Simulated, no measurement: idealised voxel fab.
The process module presented herein is designated voxel released beams.
Cross-section cut: width 230 nm, square cells of 5 nm.
Heads up, the way a cross-section reads in here is a grid of square cells, handed over as bands from the top down, with every band being one or more rows of cells.
What a band's entry tells you: where the top is and where the bottom is, as heights in nm, and after that what lies inside, material by material from left to right, each with its width in nm. Empty space is written as the word "empty", and a single material marked with the word "throughout" occupies the band from edge to edge.
We count height from 0. Below that, the starting wafer is all one material. The lowest band never ends at the bottom but goes on down; see "0 down" for how that is written.
Width spec "30..40" -> top row of cells at first value, bottom row at second value, equal per-row change in between.
Reading "stayed the same" for a step: not a cell of the cross-section changed in it.
"Fully enclosed voids" means: voids of 8 cells or more that are shut off from the top with no open way through. Written width x height at distance, distance from the left edge, in nm.
Read whatever lies past the settings on a step's line as the simulator's own remark about the step.
On any step carrying a mask, the "overlay nm" setting, if present on the step's line, tells how far right of its planned place the mask lay; negative values point to the left.
Intended process steps
| 1 | RECEIVE with material Si |
| 2 | CONFORMAL_DEP with material Al2O3, thk nm 10 |
| 3 | DIRECTIONAL_DEP with material SiO2, thk nm 15 |
| 4 | PATTERN with tone open, mask id ANCHOR, material resist, width nm 35, thk nm 15, overlay nm 0 |
| 5 | DIRECTIONAL_ETCH with etch materials SiO2, depth nm 15 |
| 6 | STRIP with etch materials resist |
| 7 | CONFORMAL_DEP with material polySi, thk nm 10 |
| 8 | DIRECTIONAL_DEP with material aC, thk nm 10 |
| 9 | PATTERN with tone cover, mask id BEAM, material resist, width nm 85, thk nm 25, overlay nm 0 |
| 10 | DIRECTIONAL_ETCH with etch materials aC, depth nm 10 |
| 11 | STRIP with etch materials resist |
| 12 | DIRECTIONAL_ETCH with etch materials polySi, depth nm 10 |
| 13 | STRIP with etch materials aC |
| 14 | STRIP with etch materials SiO2 |
Across this set of wafers, the varied parameter is the width nm of step 9. Starting conditions are identical for every wafer, and the plan reports the value assigned to the first wafer.
This is how the first of several wafers looked in cross-section when it arrived, which is after step 1
    0 down  Si throughout
    Fully enclosed voids: none
wafer rows; end of module; cells per material since receipt: (+) gained, (-) lost; then closed voids
width nm 85; +92 Al2O3; +46 polySi; Fully enclosed voids: none
width nm 90; +92 Al2O3; +48 polySi; Fully enclosed voids: none
width nm 95; +92 Al2O3; +50 polySi; Fully enclosed voids: none
width nm 100; +92 Al2O3; +52 polySi; Fully enclosed voids: none
width nm 105; +92 Al2O3; +54 polySi; Fully enclosed voids: none
width nm 110; +92 Al2O3; +56 polySi; Fully enclosed voids: none
